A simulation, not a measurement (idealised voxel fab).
Herein follows the process module entitled voxel self aligned contacts.
We display cut, a cross-section 255 nm in width whose square cells are each 5 nm.
Cross-section = grid of square cells, listed top down in bands; band = one or more rows. Quick guide to a band line: top height, bottom height (nm) up front; then every material left to right with its width in nm. Only one material and it's marked "everywhere"? Then it fills the band edge to edge. And "air" just means empty space. Heights are measured from 0, the level below which the as-received wafer is all one material; the lowest band has no bottom and continues downward, written as in "0 down". With a width like "30..40", each row of cells in the band differs from the next by the same amount, the top row carrying the first number and the bottom row the second. "changes: none" after a step means that no cell of the cross-section changed. The label "Closed void catalog" introduces a list of the empty spaces, 8 cells or larger, that have no open way up to the top; each entry in it reads width x height at distance, where the distance is taken from the left edge and all three are stated in nm. Heads up: the bit after the settings on a step's line is the simulator's remark on that step. overlay nm: step with mask; distance mask lay right of planned place; negative value = left of planned place.
Steps planned for the process
| 1 | op RECEIVE | material Si |
| 2 | op OXIDIZE | depth nm 5 |
| 3 | op DIRECTIONAL_DEP | material polySi | thk nm 25 |
| 4 | op DIRECTIONAL_DEP | material SiN | thk nm 20 |
| 5 | op MASKED_ETCH | tone cover | mask id GATE | width nm 35 | pitch nm 70 | etch materials SiN | depth nm 20 | overlay nm 0 |
| 6 | op MASKED_ETCH | tone cover | mask id GATE | width nm 35 | pitch nm 70 | etch materials polySi | depth nm 25 | overlay nm 0 |
| 7 | op CONFORMAL_DEP | material SiN | thk nm 5 |
| 8 | op DIRECTIONAL_ETCH | etch materials SiN | depth nm 5 |
| 9 | op FILL_DEP | material SiO2 | thk nm 10 |
| 10 | op CMP | height nm 50 |
| 11 | op DIRECTIONAL_DEP | material aC | thk nm 10 |
| 12 | op PATTERN | tone open | mask id CONTACT | material resist | width nm 45 | thk nm 30 | overlay nm 0 |
| 13 | op DIRECTIONAL_ETCH | etch materials aC | depth nm 10 |
| 14 | op STRIP | etch materials resist |
| 15 | op DIRECTIONAL_ETCH | etch materials SiO2 | depth nm 55 |
| 16 | op STRIP | etch materials aC |
| 17 | op CONFORMAL_DEP | material TiN | thk nm 5 |
| 18 | op FILL_DEP | material W | thk nm 5 |
| 19 | op CMP | height nm 50 |
| 20 | op CONFORMAL_DEP | material SiCN | thk nm 5 |
This is the cross-section of the wafer as we received it, i.e. after step 1
* 0 down = Si everywhere
* Closed void catalog: none
Cross-section, end of module. Start: as above. Plan: as above. Execution: one mistake
* 55 to 50 = SiCN everywhere
* 50 to 45 = 65 nm W, 40 nm TiN, 45 nm SiO2, 40 nm TiN, 65 nm W
* 45 to 25 = 65 nm W, 5 nm TiN, 45 nm SiN, 25 nm SiO2, 45 nm SiN, 5 nm TiN, 65 nm W
* 25 to 0 = 65 nm W, 5 nm TiN, 5 nm SiN, 35 nm polySi, 5 nm SiN, 25 nm SiO2, 5 nm SiN, 35 nm polySi, 5 nm SiN, 5 nm TiN, 65 nm W
* 0 to -5 = 70 nm TiN, 115 nm SiO2, 70 nm TiN
* -5 down = Si everywhere
* Closed void catalog: none
The mistake made against the process plan was this: it should be noted that step 12 was executed with settings other than those planned, the operation and settings actually applied being op PATTERN | tone cover | mask id CONTACT | material resist | width nm 45 | thk nm 30 | overlay nm 0
